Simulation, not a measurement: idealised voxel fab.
Process module, titled voxel trench capacitor
Xsec cut, 265 nm wide, square cell size 5 nm.
Cross-section spec: square-cell grid; bands listed top down; each band is one or more rows.
Band: top and bottom heights (nm) first, top before bottom; then materials from left to right, widths in nm. "throughout" marks a sole material filling the band edge to edge. "air" denotes empty space.
Heights are reckoned from 0. Under this level, the received wafer is all of one material. The bottommost band is open-ended downward, for example "0 nm and below".
A width given as "30->40" starts at the first number in the band's top row and ends at the second number in its bottom row, shifting by an equal amount at every step from row to row.
Basically "nothing got changed" means that step didn't change any cell in the cross-section.
Listed in "Sealed internal voids": every empty space of 8 or more cells without an open way to the top. Form: width x height at distance, the distance being from the left edge, all in nm.
Read whatever lies past the settings on a step's line as the simulator's own remark about the step.
What "overlay nm" on a step's line means: if the step has a mask, that mask lay this far to the right of its planned place, or, when the value is negative, to the left.

**List of planned process steps**
1) RECEIVE [material Si]
2) CONFORMAL_DEP [material SiN] [thk nm 10]
3) PATTERN [tone open] [mask id TRENCH] [material resist] [width nm 30] [pitch nm 45] [thk nm 15] [overlay nm 0]
4) DIRECTIONAL_ETCH [etch materials SiN] [depth nm 10]
5) DIRECTIONAL_ETCH [etch materials Si] [depth nm 40]
6) STRIP [etch materials resist]
7) CONFORMAL_DEP [material HfO2] [thk nm 5]
8) CONFORMAL_DEP [material TiN] [thk nm 5]
9) FILL_DEP [material W] [thk nm 5]
10) CMP [height nm 0]
The value of height nm given for step 10 in the plan refers to the first wafer; the wafers vary in this setting and are alike at the start.

**The first of several wafers as received, shown in cross-section; this is its state after step 1**
  0 nm and below = Si throughout
  Sealed internal voids: none

**Each row below is a wafer at the end of the module, listing for every material the number of cells it has gained (+) or lost (-) since it was received, followed by its closed voids**
height nm 0 | +60 HfO2 | -144 Si | +48 TiN | +36 W | Sealed internal voids: none
height nm 5 | +66 HfO2 | -144 Si | +35 SiN | +54 TiN | +42 W | Sealed internal voids: none
height nm 10 | +72 HfO2 | -144 Si | +70 SiN | +60 TiN | +48 W | Sealed internal voids: none
height nm 15 | +113 HfO2 | -144 Si | +70 SiN | +66 TiN | +54 W | Sealed internal voids: none
height nm 20 | +113 HfO2 | -144 Si | +70 SiN | +113 TiN | +60 W | Sealed internal voids: none
height nm 25 | +113 HfO2 | -144 Si | +70 SiN | +113 TiN | +113 W | Sealed internal voids: none
